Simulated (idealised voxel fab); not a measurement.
process module | voxel wiring stack
cross-section cut | 140 nm wide | cells 5 nm
A cross-section is a grid of square cells, given in bands from the top down. A band is one or more rows of cells.
Each band's line starts with the height of the band's top and of its bottom, in nm. Then come its materials from left to right, each with its width in nm. One material with "throughout" fills the band from edge to edge. "air" is empty space.
Height 0 is the level under which the wafer as received is all one material. The lowest band goes on downwards, as in "0 down".
A width such as "30 to 40" changes by the same amount from each row of cells to the next, from the band's top row to its bottom row.
"no change" after a step means that no cell of the cross-section changed.
closed voids: empty space of 8 cells or more with no open way to the top, each as width x height at its distance from the left edge, in nm
after a step's settings: what the simulator itself notes on the step
overlay nm, on a step with a mask: how far to the right of its planned place the mask lay; to the left if negative
plan
1 op RECEIVE | material Si
2 op CONFORMAL_DEP | material SiO2 | thk nm 15
3 op DIRECTIONAL_DEP | material TiN | thk nm 5
4 op DIRECTIONAL_DEP | material Ru | thk nm 25
5 op MASKED_ETCH | tone cover | mask id METAL_1 | width nm 25 | pitch nm 40 | etch materials Ru | depth nm 25 | overlay nm 0
6 op MASKED_ETCH | tone cover | mask id METAL_1 | width nm 25 | pitch nm 40 | etch materials TiN | depth nm 5 | overlay nm 0
7 op FILL_DEP | material lowk | thk nm 5
8 op CMP | height nm 45
9 op CONFORMAL_DEP | material SiCN | thk nm 5
10 op DIRECTIONAL_DEP | material lowk | thk nm 20
11 op MASKED_ETCH | tone open | mask id PLUG_1 | width nm 15 | pitch nm 80 | etch materials lowk | depth nm 20 | overlay nm 0
12 op MASKED_ETCH | tone open | mask id PLUG_1 | width nm 15 | pitch nm 80 | etch materials SiCN | depth nm 5 | overlay nm 0
13 op EPI | material Ru | thk nm 10
14 op EPI | material Ru | thk nm 10
15 op EPI | material Ru | thk nm 5
16 op CONFORMAL_DEP | material SiCN | thk nm 5
17 op DIRECTIONAL_DEP | material SiO2 | thk nm 25
18 op MASKED_ETCH | tone open | mask id METAL_2 | width nm 25 | pitch nm 40 | etch materials SiO2 | depth nm 25 | overlay nm 0
19 op MASKED_ETCH | tone open | mask id METAL_2 | width nm 25 | pitch nm 40 | etch materials SiCN | depth nm 5 | overlay nm 0
20 op CONFORMAL_DEP | material TiN | thk nm 5
21 op FILL_DEP | material Cu | thk nm 5
22 op CMP | height nm 100
23 op EPI | material Ru | thk nm 5
24 op FILL_DEP | material SiCN | thk nm 5
as received, after step 1
  0 down: Si throughout
  closed voids: none
first wafer at the end, as planned
  110 to 105: SiCN throughout
  105 to 100: SiCN 10 | Ru 35 | SiCN 5 | Ru 35 | SiCN 5 | Ru 35 | SiCN 15
  100 to 75: SiO2 15 | TiN 5 | Cu 15 | TiN 5 | SiO2 15 | TiN 5 | Cu 15 | TiN 5 | SiO2 15 | TiN 5 | Cu 15 | TiN 5 | SiO2 20
  75 to 70: SiCN 15 | TiN 25 | SiCN 15 | TiN 25 | SiCN 15 | TiN 25 | SiCN 20
  70 to 50: lowk 15 | Ru 15 | lowk 65 | Ru 15 | lowk 30
  50 to 45: SiCN 15 | Ru 15 | SiCN 65 | Ru 15 | SiCN 30
  45 to 20: lowk 15 | Ru 25 | lowk 15 | Ru 25 | lowk 15 | Ru 25 | lowk 20
  20 to 15: lowk 15 | TiN 25 | lowk 15 | TiN 25 | lowk 15 | TiN 25 | lowk 20
  15 to 0: SiO2 throughout
  0 down: Si throughout
  closed voids: none
second wafer at the end: like start, like plan, one mistake
  110 to 105: SiCN throughout
  105 to 100: SiCN 15 | Ru 30 | SiCN 10 | Ru 30 | SiCN 10 | Ru 30 | SiCN 15
  100 to 75: SiO2 20 | TiN 5 | Cu 10 | TiN 5 | SiO2 20 | TiN 5 | Cu 10 | TiN 5 | SiO2 20 | TiN 5 | Cu 10 | TiN 5 | SiO2 20
  75 to 70: SiCN 20 | TiN 20 | SiCN 20 | TiN 20 | SiCN 20 | TiN 20 | SiCN 20
  70 to 50: lowk 15 | Ru 15 | lowk 65 | Ru 15 | lowk 30
  50 to 45: SiCN 15 | Ru 15 | SiCN 65 | Ru 15 | SiCN 30
  45 to 20: lowk 15 | Ru 25 | lowk 15 | Ru 25 | lowk 15 | Ru 25 | lowk 20
  20 to 15: lowk 15 | TiN 25 | lowk 15 | TiN 25 | lowk 15 | TiN 25 | lowk 20
  15 to 0: SiO2 throughout
  0 down: Si throughout
  closed voids: none
what went wrong: step 18 ran as: op MASKED_ETCH | tone open | mask id METAL_2 | width nm 20 | pitch nm 40 | etch materials SiO2 | depth nm 25 | overlay nm 0
at the end the second wafer has, in cells: 15 fewer of Cu | 3 fewer of Ru | 6 more of SiCN | 15 more of SiO2 | 3 fewer of TiN
